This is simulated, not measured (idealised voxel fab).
Process module, titled voxel capacitor over wiring
It is cross-section cut that appears here, measuring 240 nm in width, its square cells being 5 nm in size.
Just so we're on the same page, the cross-sections are grids of square cells, and they're listed out in bands top to bottom, each band one or more rows deep. Band entry format. Leading values: height of top, height of bottom, nm. Remainder: materials in left-to-right order, each with its width in nm. Special words: "edge to edge" on a single material, which then fills the band edge to edge; "empty", empty space. Heads up on the height convention: 0 is the point under which the incoming wafer is all one material, and the lowest band has no bottom, it just keeps going down, like "from 0 down". When a width is written as two numbers, as in "30 to 40", the first number is the width in the top row of cells of the band and the second is the width in its bottom row, and the width changes by the same amount from each row to the next. It should be understood that the words "changes: none", when stated for a given step, signify that the cross-section underwent no change in any of its cells during that step. Each empty space that has no open way to the top and spans at least 8 cells appears under "Unvented cavities" as width x height at distance, the distance counted from the left edge, all in nm. after a step's settings: what the simulator itself notes on the step. The setting "overlay nm" may be written on the line of a step. When the step uses a mask, the value reports how far to the right of the planned place the mask lay, and a negative value reports that it lay to the left.
-- Steps in the process plan
1 RECEIVE, material Si
2 CONFORMAL_DEP, material SiO2, thk nm 10
3 CONFORMAL_DEP, material SiCN, thk nm 5
4 DIRECTIONAL_DEP, material lowk, thk nm 20
5 DIRECTIONAL_DEP, material aC, thk nm 10
6 PATTERN, tone open, mask id METAL_1, material resist, width nm 30, pitch nm 80, thk nm 30, overlay nm 0
7 DIRECTIONAL_ETCH, etch materials aC, depth nm 10
8 STRIP, etch materials resist
9 DIRECTIONAL_ETCH, etch materials lowk, depth nm 20
10 DIRECTIONAL_ETCH, etch materials SiCN, depth nm 5
11 STRIP, etch materials aC
12 CONFORMAL_DEP, material TiN, thk nm 5
13 FILL_DEP, material Cu, thk nm 5
14 CMP, height nm 35
15 EPI, material Ru, thk nm 5
16 FILL_DEP, material SiCN, thk nm 5
17 DIRECTIONAL_DEP, material SiO2, thk nm 20
18 DIRECTIONAL_DEP, material aC, thk nm 15
19 PATTERN, tone open, mask id PLUG_1, material resist, width nm 15, thk nm 35, overlay nm 0
20 DIRECTIONAL_ETCH, etch materials aC, depth nm 15
21 STRIP, etch materials resist
22 DIRECTIONAL_ETCH, etch materials SiO2, depth nm 20
23 DIRECTIONAL_ETCH, etch materials SiCN, depth nm 5
24 STRIP, etch materials aC
25 EPI, material Ru, thk nm 10
26 EPI, material Ru, thk nm 10
27 EPI, material Ru, thk nm 5
28 DIRECTIONAL_DEP, material TiN, thk nm 5
29 DIRECTIONAL_DEP, material SiN, thk nm 5
30 DIRECTIONAL_DEP, material TiN, thk nm 10
31 DIRECTIONAL_DEP, material aC, thk nm 15
32 PATTERN, tone cover, mask id UPPER_PLATE, material resist, width nm 55, thk nm 35, overlay nm 0
33 DIRECTIONAL_ETCH, etch materials aC, depth nm 15
34 STRIP, etch materials resist
35 DIRECTIONAL_ETCH, etch materials TiN, depth nm 10
36 DIRECTIONAL_ETCH, etch materials SiN, depth nm 5
37 STRIP, etch materials aC
38 MASKED_ETCH, tone cover, mask id LOWER_PLATE, width nm 65, etch materials TiN, depth nm 5, overlay nm 0
39 FILL_DEP, material SiO2, thk nm 15
40 CMP, height nm 95
41 MASKED_ETCH, tone open, mask id PLUG_2, width nm 15, etch materials SiO2, depth nm 10, overlay nm 0
42 CONFORMAL_DEP, material TiN, thk nm 5
43 FILL_DEP, material Ru, thk nm 5
44 CMP, height nm 95
45 CONFORMAL_DEP, material SiN, thk nm 5
-- Wafer cross-section on receipt, i.e. after step 1
    from 0 down: Si edge to edge
    Unvented cavities: none
-- The first of two wafers, cross-sectioned at the end of the module, with the run proceeding as planned
    from 100 to 95: SiN edge to edge
    from 95 to 90: 90 SiO2 / 5 TiN / 5 Ru / 5 TiN / 135 SiO2
    from 90 to 85: 90 SiO2 / 15 TiN / 135 SiO2
    from 85 to 75: 80 SiO2 / 55 TiN / 105 SiO2
    from 75 to 70: 80 SiO2 / 55 SiN / 105 SiO2
    from 70 to 65: 75 SiO2 / 65 TiN / 100 SiO2
    from 65 to 45: 80 SiO2 / 15 Ru / 145 SiO2
    from 45 to 40: 80 SiCN / 15 Ru / 145 SiCN
    from 40 to 35: 60 SiCN / 40 Ru / 40 SiCN / 40 Ru / 60 SiCN
    from 35 to 15: 65 lowk / 5 TiN / 20 Cu / 5 TiN / 50 lowk / 5 TiN / 20 Cu / 5 TiN / 65 lowk
    from 15 to 10: 65 SiCN / 30 TiN / 50 SiCN / 30 TiN / 65 SiCN
    from 10 to 0: SiO2 edge to edge
    from 0 down: Si edge to edge
    Unvented cavities: none
-- Second wafer cross-section at end of module - shared start and plan with the first, one mistake in the run
    from 100 to 95: SiN edge to edge
    from 95 to 90: 90 SiO2 / 5 TiN / 5 Ru / 5 TiN / 135 SiO2
    from 90 to 80: 90 to 80 SiO2 / 15 to 20 TiN / 135 to 140 SiO2
    from 80 to 75: 80 SiO2 / 55 TiN / 105 SiO2
    from 75 to 70: 80 SiO2 / 20 SiN / 35 TiN / 105 SiO2
    from 70 to 65: 75 SiO2 / 25 TiN / 35 SiN / 105 SiO2
    from 65 to 60: 75 SiO2 / 25 Ru / 40 TiN / 100 SiO2
    from 60 to 45: 80 SiO2 / 15 Ru / 145 SiO2
    from 45 to 40: 80 SiCN / 15 Ru / 145 SiCN
    from 40 to 35: 60 SiCN / 40 Ru / 40 SiCN / 40 Ru / 60 SiCN
    from 35 to 15: 65 lowk / 5 TiN / 20 Cu / 5 TiN / 50 lowk / 5 TiN / 20 Cu / 5 TiN / 65 lowk
    from 15 to 10: 65 SiCN / 30 TiN / 50 SiCN / 30 TiN / 65 SiCN
    from 10 to 0: SiO2 edge to edge
    from 0 down: Si edge to edge
    Unvented cavities: none
Want to know what went wrong? step 17 was not run as planned; what actually ran was DIRECTIONAL_DEP, material SiO2, thk nm 15
Bottom line after processing is that, in cells, the second wafer is up or down on some materials versus the first: +2 Ru; -2 SiO2
